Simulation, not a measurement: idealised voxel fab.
The process module presented herein is designated voxel double patterning.
Shown is cross-section cut, with a width of 205 nm and square cells of size 5 nm.
Cross-sections here: square-cell grids, written as top-down lists of bands, a band being one or more rows of cells.
The entry gives the band's vertical extent as a top height and a bottom height in nm, then its horizontal make-up as materials from left to right, each with a width in nm. "empty" stands for empty space; a single material marked "all across" fills the band edge to edge.
Measure heights from 0. That's the level where, below it, the as-received wafer is all one material. The lowest band is bottomless and extends downward; write it as in "z 0 and below".
Per-row width for "30->40": begins at first number (top row of band), ends at second number (bottom row), increment between rows held constant.
You'll sometimes find "no modification" written for a step, and that's the way of saying that nowhere in the cross-section did a cell change during that step.
"Fully sealed cavities" specifies each empty space that is not open to the top and that occupies no fewer than 8 cells, using the form width x height at distance, the distance measured from the left edge and all three quantities in nm.
On each step's line, the part that comes after the settings is the simulator's own comment on the step.
The setting "overlay nm" may be written on the line of a step. When the step uses a mask, the value reports how far to the right of the planned place the mask lay, and a negative value reports that it lay to the left.

-- Planned step list for the process
1. RECEIVE with material Si
2. CONFORMAL_DEP with material SiO2, thk nm 5
3. DIRECTIONAL_DEP with material W, thk nm 10
4. DIRECTIONAL_DEP with material SiN, thk nm 10
5. PATTERN with tone open, mask id FIRST, material resist, width nm 15, pitch nm 50, thk nm 15, overlay nm 0
6. DIRECTIONAL_ETCH with etch materials SiN, depth nm 10
7. STRIP with etch materials resist
8. MASKED_ETCH with tone open, mask id SECOND, width nm 15, etch materials SiN, depth nm 10, overlay nm 0
9. DIRECTIONAL_ETCH with etch materials W, depth nm 10
10. STRIP with etch materials SiN

-- First wafer out of two, processed as planned

-- As-received wafer cross-section (after step 1)
	z 0 and below | Si all across
	Fully sealed cavities: none

-- Wafer xsec, post step 2
	z 5 to 0 | SiO2 all across
	At heights below 0, the structure remains unaltered.

-- Wafer xsec, post step 3
	z 15 to 5 | W all across
	At heights below 5, the structure remains unaltered.

-- Wafer xsec, post step 4
	z 25 to 15 | SiN all across
	At heights below 15, the structure remains unaltered.

-- Wafer xsec, post step 5
	z 40 to 25 | resist 70  empty 15  resist 35  empty 15  resist 70
	At heights below 25, the structure remains unaltered.

-- Wafer xsec, post step 6
	z 40 to 25 | resist 70  empty 15  resist 35  empty 15  resist 70
	z 25 to 15 | SiN 70  empty 15  SiN 35  empty 15  SiN 70
	At heights below 15, the structure remains unaltered.

-- Wafer xsec, post step 7
	z 25 to 15 | SiN 70  empty 15  SiN 35  empty 15  SiN 70
	At heights below 15, the structure remains unaltered.

-- Wafer xsec, post step 8
	z 25 to 15 | SiN 70  empty 15  SiN 10  empty 15  SiN 10  empty 15  SiN 70
	At heights below 15, the structure remains unaltered.

-- Wafer xsec, post step 9
	z 25 to 15 | SiN 70  empty 15  SiN 10  empty 15  SiN 10  empty 15  SiN 70
	z 15 to 5 | W 70  empty 15  W 10  empty 15  W 10  empty 15  W 70
	At heights below 5, the structure remains unaltered.

-- Wafer xsec, post step 10
	z 15 to 5 | W 70  empty 15  W 10  empty 15  W 10  empty 15  W 70
	At heights below 5, the structure remains unaltered.

-- Wafer two. Same start, same plan, one slip in execution. Same as wafer one through step 3, inclusive

-- The second wafer cut through, at the time step 4 was supposed to be finished
	z 25 to 15 | SiO2 all across
	At heights below 15, the structure remains unaltered.

-- The second wafer cut through, at the time step 5 was supposed to be finished
	z 40 to 25 | resist 70  empty 15  resist 35  empty 15  resist 70
	At heights below 25, the structure remains unaltered.

The second wafer cut through, at the time step 6 was supposed to be finished: no modification

-- The second wafer cut through, at the time step 7 was supposed to be finished
	z 25 to 15 | SiO2 all across
	At heights below 15, the structure remains unaltered.

The second wafer cut through, at the time step 8 was supposed to be finished: no modification

The second wafer cut through, at the time step 9 was supposed to be finished: no modification

The second wafer cut through, at the time step 10 was supposed to be finished: no modification
What was done differently from what was planned? step 4 ran differently from the plan; actual operation with settings: DIRECTIONAL_DEP with material SiO2, thk nm 10
Wrapping up, a cell-based count of both wafers puts the second over or under the first for these materials: 82 more of SiO2; 18 more of W
